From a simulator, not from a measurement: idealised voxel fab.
process module | voxel ribs on slabs
cross-section cut | 285 nm wide | cells 5 nm
A cross-section is a grid of square cells, given in bands from the top down. A band is one or more rows of cells.
Each band's line starts with the height of the band's top and of its bottom, in nm. Then come its materials from left to right, each with its width in nm. One material with "throughout" fills the band from edge to edge. "air" is empty space.
Height 0 is the level under which the wafer as received is all one material. The lowest band goes on downwards, as in "0 down".
A width such as "30 to 40" changes by the same amount from each row of cells to the next, from the band's top row to its bottom row.
"no change" after a step means that no cell of the cross-section changed.
closed voids: empty space of 8 cells or more with no open way to the top, each as width x height at its distance from the left edge, in nm
after a step's settings: what the simulator itself notes on the step
overlay nm, on a step with a mask: how far to the right of its planned place the mask lay; to the left if negative
plan
1 op RECEIVE | material Si
2 op DIRECTIONAL_DEP | material SiO2 | thk nm 20
3 op DIRECTIONAL_DEP | material polySi | thk nm 25
4 op PATTERN | tone cover | mask id RIB | material resist | width nm 30 | thk nm 20 | overlay nm 0
5 op DIRECTIONAL_ETCH | etch materials polySi | depth nm 5
6 op STRIP | etch materials resist
7 op PATTERN | tone cover | mask id SLAB | material resist | width nm 60 | thk nm 15 | overlay nm 0
8 op DIRECTIONAL_ETCH | etch materials polySi | depth nm 20
9 op STRIP | etch materials resist
10 op FILL_DEP | material SiO2 | thk nm 30
11 op CMP | height nm 65
12 op DIRECTIONAL_DEP | material W | thk nm 10
13 op PATTERN | tone cover | mask id HEATER | material resist | width nm 40 | thk nm 15 | overlay nm 0
14 op DIRECTIONAL_ETCH | etch materials W | depth nm 10
15 op STRIP | etch materials resist
16 op CONFORMAL_DEP | material SiN | thk nm 5
as received, after step 1
  0 down: Si throughout
  closed voids: none
a wafer at the end: this start, this plan, one mistake
  80 to 75: air 115 | SiN 50 | air 120
  75 to 70: air 115 | SiN 5 | W 40 | SiN 5 | air 120
  70 to 65: SiN 120 | W 40 | SiN 125
  65 to 45: SiO2 throughout
  45 to 40: SiO2 110 | polySi 15 | SiO2 30 | polySi 15 | SiO2 115
  40 to 25: SiO2 110 | polySi 60 | SiO2 115
  25 to 20: polySi throughout
  20 to 0: SiO2 throughout
  0 down: Si throughout
  closed voids: none
what went wrong: step 4 ran as: op PATTERN | tone open | mask id RIB | material resist | width nm 30 | thk nm 20 | overlay nm 0
